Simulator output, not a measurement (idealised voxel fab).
process module | voxel self aligned contacts
cross-section cut | 275 nm wide | cells 5 nm
A cross-section is a grid of square cells, given in bands from the top down. A band is one or more rows of cells.
Each band's line starts with the height of the band's top and of its bottom, in nm. Then come its materials from left to right, each with its width in nm. One material with "throughout" fills the band from edge to edge. "air" is empty space.
Height 0 is the level under which the wafer as received is all one material. The lowest band goes on downwards, as in "0 down".
A width such as "30 to 40" changes by the same amount from each row of cells to the next, from the band's top row to its bottom row.
"no change" after a step means that no cell of the cross-section changed.
closed voids: empty space of 8 cells or more with no open way to the top, each as width x height at its distance from the left edge, in nm
after a step's settings: what the simulator itself notes on the step
overlay nm, on a step with a mask: how far to the right of its planned place the mask lay; to the left if negative
plan
1 op RECEIVE | material Si
2 op OXIDIZE | depth nm 5
3 op DIRECTIONAL_DEP | material polySi | thk nm 30
4 op DIRECTIONAL_DEP | material SiN | thk nm 20
5 op PATTERN | tone cover | mask id GATE | material resist | width nm 35 | pitch nm 65 | thk nm 20 | overlay nm 0
6 op DIRECTIONAL_ETCH | etch materials SiN | depth nm 20
7 op DIRECTIONAL_ETCH | etch materials polySi | depth nm 30
8 op STRIP | etch materials resist
9 op CONFORMAL_DEP | material SiN | thk nm 5
10 op DIRECTIONAL_ETCH | etch materials SiN | depth nm 5
11 op FILL_DEP | material SiO2 | thk nm 10
12 op CMP | height nm 55
13 op PATTERN | tone open | mask id CONTACT | material resist | width nm 40 | pitch nm 65 | thk nm 15 | overlay nm 0
14 op DIRECTIONAL_ETCH | etch materials SiO2 | depth nm 60
15 op STRIP | etch materials resist
16 op CONFORMAL_DEP | material TiN | thk nm 5
17 op FILL_DEP | material W | thk nm 5
18 op CMP | height nm 55
19 op CONFORMAL_DEP | material SiCN | thk nm 5
varied across the wafers: thk nm of step 9. The plan shows the first wafer's value. All wafers start alike
first wafer as received, after step 1
  0 down: Si throughout
  closed voids: none
first wafer at the end, after step 19
  60 to 55: SiCN throughout
  55 to 50: SiO2 85 | TiN 15 | W 10 | TiN 15 | SiO2 25 | TiN 15 | W 10 | TiN 15 | SiO2 85
  50 to 30: SiO2 50 | SiN 45 | TiN 5 | W 10 | TiN 5 | SiN 45 | TiN 5 | W 10 | TiN 5 | SiN 45 | SiO2 50
  30 to 0: SiO2 50 | SiN 5 | polySi 35 | SiN 5 | TiN 5 | W 10 | TiN 5 | SiN 5 | polySi 35 | SiN 5 | TiN 5 | W 10 | TiN 5 | SiN 5 | polySi 35 | SiN 5 | SiO2 50
  0 to -5: SiO2 95 | TiN 20 | SiO2 45 | TiN 20 | SiO2 95
  -5 down: Si throughout
  closed voids: none
last wafer at the end
  60 to 55: SiCN throughout
  55 to 30: SiO2 35 | SiN 205 | SiO2 35
  30 to 15: SiO2 35 | SiN 20 | polySi 35 | SiN 30 | polySi 35 | SiN 30 | polySi 35 | SiN 20 | SiO2 35
  15 to 0: SiN 55 | polySi 35 | SiN 30 | polySi 35 | SiN 30 | polySi 35 | SiN 55
  0 to -5: SiO2 throughout
  -5 down: Si throughout
  closed voids: none
each wafer at the end: cells of each material gained (+) or lost (-) since it was received, then its closed voids
thk nm 5 | -55 Si | +55 SiCN | +144 SiN | +286 SiO2 | +60 TiN | +44 W | +126 polySi | closed voids: none
thk nm 10 | -55 Si | +55 SiCN | +259 SiN | +235 SiO2 | +40 TiN | +126 polySi | closed voids: none
thk nm 15 | -55 Si | +55 SiCN | +335 SiN | +199 SiO2 | +126 polySi | closed voids: none
thk nm 20 | -55 Si | +55 SiCN | +367 SiN | +167 SiO2 | +126 polySi | closed voids: none
